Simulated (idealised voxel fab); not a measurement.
The following is a process module called voxel capacitor over wiring.
Cross-section cut: width 300 nm, square cells of 5 nm.
If you're reading a cross-section in this doc, picture square cells in a grid; it comes to you as bands, top ones listed first down to the bottom, and a band can be one or more rows of cells.
Top height, bottom height, nm. Materials left to right, width each, nm. Single material + "edge to edge" = fills band edge to edge. "air" = empty.
Counting heights begins at 0, where everything beneath is, in the wafer as received, one material. The lowest band has no bottom; it goes on downwards, as "0..down" shows.
A two-number width, for instance "30..40", indicates that the width is equal to the first number in the top row of the band and to the second number in the bottom row, and that it changes by a constant amount per row of cells.
"nothing changed" means the step left every cell of the cross-section as it was.
The entry "Fully enclosed voids" lists the empty spaces that cover at least 8 cells and have no open path to the top. Each is written as width x height at distance, where the distance is measured from the left edge and all three values are in nm.
Heads up: the bit after the settings on a step's line is the simulator's remark on that step.
A step's line can hold "overlay nm"; with a mask on that step, the setting says how far right of the planned place the mask lay, while a negative setting says it lay to the left.

### Process steps - plan
- 1: op RECEIVE | material Si
- 2: op CONFORMAL_DEP | material SiO2 | thk nm 10
- 3: op DIRECTIONAL_DEP | material TiN | thk nm 5
- 4: op DIRECTIONAL_DEP | material W | thk nm 25
- 5: op PATTERN | tone cover | mask id METAL_1 | material resist | width nm 20 | pitch nm 85 | thk nm 20 | overlay nm 0
- 6: op DIRECTIONAL_ETCH | etch materials W | depth nm 25
- 7: op DIRECTIONAL_ETCH | etch materials TiN | depth nm 5
- 8: op STRIP | etch materials resist
- 9: op FILL_DEP | material SiO2 | thk nm 10
- 10: op CMP | height nm 40
- 11: op CONFORMAL_DEP | material SiCN | thk nm 5
- 12: op DIRECTIONAL_DEP | material SiO2 | thk nm 20
- 13: op DIRECTIONAL_DEP | material aC | thk nm 15
- 14: op PATTERN | tone open | mask id PLUG_1 | material resist | width nm 15 | thk nm 35 | overlay nm 0
- 15: op DIRECTIONAL_ETCH | etch materials aC | depth nm 15
- 16: op STRIP | etch materials resist
- 17: op DIRECTIONAL_ETCH | etch materials SiO2 | depth nm 20
- 18: op DIRECTIONAL_ETCH | etch materials SiCN | depth nm 5
- 19: op STRIP | etch materials aC
- 20: op CONFORMAL_DEP | material TiN | thk nm 5
- 21: op FILL_DEP | material Cu | thk nm 10
- 22: op CMP | height nm 65
- 23: op DIRECTIONAL_DEP | material TiN | thk nm 10
- 24: op DIRECTIONAL_DEP | material Al2O3 | thk nm 5
- 25: op DIRECTIONAL_DEP | material TiN | thk nm 5
- 26: op DIRECTIONAL_DEP | material aC | thk nm 10
- 27: op PATTERN | tone cover | mask id UPPER_PLATE | material resist | width nm 70 | thk nm 30 | overlay nm 0
- 28: op DIRECTIONAL_ETCH | etch materials aC | depth nm 10
- 29: op STRIP | etch materials resist
- 30: op DIRECTIONAL_ETCH | etch materials TiN | depth nm 5
- 31: op DIRECTIONAL_ETCH | etch materials Al2O3 | depth nm 5
- 32: op STRIP | etch materials aC
- 33: op DIRECTIONAL_DEP | material aC | thk nm 10
- 34: op PATTERN | tone cover | mask id LOWER_PLATE | material resist | width nm 80 | thk nm 30 | overlay nm 0
- 35: op DIRECTIONAL_ETCH | etch materials aC | depth nm 10
- 36: op STRIP | etch materials resist
- 37: op DIRECTIONAL_ETCH | etch materials TiN | depth nm 10
- 38: op STRIP | etch materials aC
- 39: op FILL_DEP | material SiO2 | thk nm 20
- 40: op CMP | height nm 100
- 41: op PATTERN | tone open | mask id PLUG_2 | material resist | width nm 15 | thk nm 15 | overlay nm 0
- 42: op DIRECTIONAL_ETCH | etch materials SiO2 | depth nm 15
- 43: op STRIP | etch materials resist
- 44: op CONFORMAL_DEP | material TiN | thk nm 5
- 45: op FILL_DEP | material W | thk nm 10
- 46: op CMP | height nm 90
- 47: op CONFORMAL_DEP | material SiCN | thk nm 5
varied across the wafers: height nm of step 46. The plan shows the first wafer's value. All wafers start alike

### Sectional view: first of several wafers, as received, after step 1
    0..down = Si edge to edge
    Fully enclosed voids: none

### The figure below presents a cross-section of the first of several wafers at the conclusion of the module, following its last step, step 47
    95..90 = SiCN edge to edge
    90..80 = 110..100 of SiO2; 15..70 of TiN; 175..130 of SiO2
    80..75 = 100 of SiO2; 70 of Al2O3; 130 of SiO2
    75..65 = 95 of SiO2; 80 of TiN; 125 of SiO2
    65..45 = 100 of SiO2; 5 of TiN; 5 of Cu; 5 of TiN; 185 of SiO2
    45..40 = 100 of SiCN; 15 of TiN; 185 of SiCN
    40..15 = 95 of SiO2; 20 of W; 65 of SiO2; 20 of W; 100 of SiO2
    15..10 = 95 of SiO2; 20 of TiN; 65 of SiO2; 20 of TiN; 100 of SiO2
    10..0 = SiO2 edge to edge
    0..down = Si edge to edge
    Fully enclosed voids: none

### Of the several wafers, the last: cross-section at the end of the module
    120..115 = SiCN edge to edge
    115..105 = W edge to edge
    105..100 = 115 of TiN; 5 of W; 180 of TiN
    100..90 = 110 of SiO2; 5 of TiN; 5 of W; 5 of TiN; 175 of SiO2
    90..80 = 110..100 of SiO2; 15..70 of TiN; 175..130 of SiO2
    80..75 = 100 of SiO2; 70 of Al2O3; 130 of SiO2
    75..65 = 95 of SiO2; 80 of TiN; 125 of SiO2
    65..45 = 100 of SiO2; 5 of TiN; 5 of Cu; 5 of TiN; 185 of SiO2
    45..40 = 100 of SiCN; 15 of TiN; 185 of SiCN
    40..15 = 95 of SiO2; 20 of W; 65 of SiO2; 20 of W; 100 of SiO2
    15..10 = 95 of SiO2; 20 of TiN; 65 of SiO2; 20 of TiN; 100 of SiO2
    10..0 = SiO2 edge to edge
    0..down = Si edge to edge
    Fully enclosed voids: none

### Below is a per-wafer table. In it, each row describes the wafer at the end of the module by giving, for each material, the number of cells gained (+) or lost (-) since the wafer was received, and after that the closed voids of the wafer
height nm 90 | +14 Al2O3 | +4 Cu | +117 SiCN | +897 SiO2 | +68 TiN | +40 W | Fully enclosed voids: none
height nm 95 | +14 Al2O3 | +4 Cu | +117 SiCN | +954 SiO2 | +70 TiN | +41 W | Fully enclosed voids: none
height nm 100 | +14 Al2O3 | +4 Cu | +117 SiCN | +1011 SiO2 | +72 TiN | +42 W | Fully enclosed voids: none
height nm 105 | +14 Al2O3 | +4 Cu | +117 SiCN | +1011 SiO2 | +131 TiN | +43 W | Fully enclosed voids: none
height nm 110 | +14 Al2O3 | +4 Cu | +117 SiCN | +1011 SiO2 | +131 TiN | +103 W | Fully enclosed voids: none
height nm 115 | +14 Al2O3 | +4 Cu | +117 SiCN | +1011 SiO2 | +131 TiN | +163 W | Fully enclosed voids: none
